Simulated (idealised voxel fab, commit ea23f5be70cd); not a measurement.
Presented below is a process module, voxel self aligned vias.
Xsec cut, 255 nm wide, square cell size 5 nm.
Bands, listed from the top down, are how a cross-section gets written in this document; the cross-section itself is a grid of square cells, and a band is one or more rows of them.
In this notation a band is specified by the heights of its top and bottom, in that order and in nm, after which its materials appear from left to right, each paired with its width in nm. The word "everywhere" attached to a single material means that material fills the band from edge to edge; the word "blank" stands for empty space.
Height 0 is the level under which the wafer as received is all one material. The lowest band goes on downwards, as in "z 0 and below".
The width entry "30->40" should be interpreted row by row: the top row of cells in the band takes the first number, the bottom row takes the second number, and the change between adjacent rows is uniform throughout.
The cross-section has no changed cell in any step marked "no modifications".
Empty spaces counting at least 8 cells and having no open way to the top are listed in "Enclosed internal cavities". The notation width x height at distance is used for each, the distance being from the left edge and all three values in nm.
Text after the settings on a step's line: the simulator's own remark on that step.
"overlay nm", when on a step's line for a step with a mask, measures how far to the right of its planned place the mask lay; a negative measure means to the left.

### List of planned process steps
1 RECEIVE,material Si
2 CONFORMAL_DEP,material SiO2,thk nm 15
3 CONFORMAL_DEP,material SiCN,thk nm 5
4 DIRECTIONAL_DEP,material SiO2,thk nm 25
5 PATTERN,tone open,mask id LINES,material resist,width nm 25,pitch nm 65,thk nm 20,overlay nm 0
6 DIRECTIONAL_ETCH,etch materials SiO2,depth nm 25
7 STRIP,etch materials resist
8 CONFORMAL_DEP,material TiN,thk nm 5
9 FILL_DEP,material W,thk nm 10
10 CMP,height nm 45
11 SELECTIVE_ETCH,etch materials W Ru TiN,depth nm 5
12 FILL_DEP,material SiN,thk nm 10
13 CMP,height nm 45
14 DIRECTIONAL_DEP,material SiO2,thk nm 20
15 DIRECTIONAL_DEP,material aC,thk nm 15
16 PATTERN,tone open,mask id VIAS,material resist,width nm 45,pitch nm 65,thk nm 30,overlay nm 0
17 DIRECTIONAL_ETCH,etch materials aC,depth nm 15
18 STRIP,etch materials resist
19 DIRECTIONAL_ETCH,etch materials SiO2,depth nm 20
20 DIRECTIONAL_ETCH,etch materials SiN,depth nm 5
21 STRIP,etch materials aC
22 CONFORMAL_DEP,material TiN,thk nm 5
23 FILL_DEP,material W,thk nm 5
24 CMP,height nm 65
25 CONFORMAL_DEP,material SiN,thk nm 5

### Cross-sectional view of the wafer in its as-received condition, corresponding to the state after step 1
  z 0 and below: Si everywhere
  Enclosed internal cavities: none

### What the wafer looks like in cross-section after this module, when it starts as shown above and follows the plan above but one mistake is made in running it
  z 70 to 65: SiN everywhere
  z 65 to 50: SiO2 (40), TiN (5), W (35), TiN (5), SiO2 (20), TiN (5), W (35), TiN (5), SiO2 (20), TiN (5), W (35), TiN (5), SiO2 (40)
  z 50 to 45: SiO2 (40), TiN (45), SiO2 (20), TiN (45), SiO2 (20), TiN (45), SiO2 (40)
  z 45 to 40: SiN (40), TiN (10), SiO2 (25), TiN (10), SiN (20), TiN (10), SiO2 (25), TiN (10), SiN (20), TiN (10), SiO2 (25), TiN (10), SiN (40)
  z 40 to 25: W (45), TiN (5), SiO2 (25), TiN (5), W (30), TiN (5), SiO2 (25), TiN (5), W (30), TiN (5), SiO2 (25), TiN (5), W (45)
  z 25 to 20: TiN (50), SiO2 (25), TiN (40), SiO2 (25), TiN (40), SiO2 (25), TiN (50)
  z 20 to 15: SiCN everywhere
  z 15 to 0: SiO2 everywhere
  z 0 and below: Si everywhere
  Enclosed internal cavities: none
Short version of what went wrong: rather than as planned, step 5 actually ran as PATTERN,tone cover,mask id LINES,material resist,width nm 25,pitch nm 65,thk nm 20,overlay nm 0
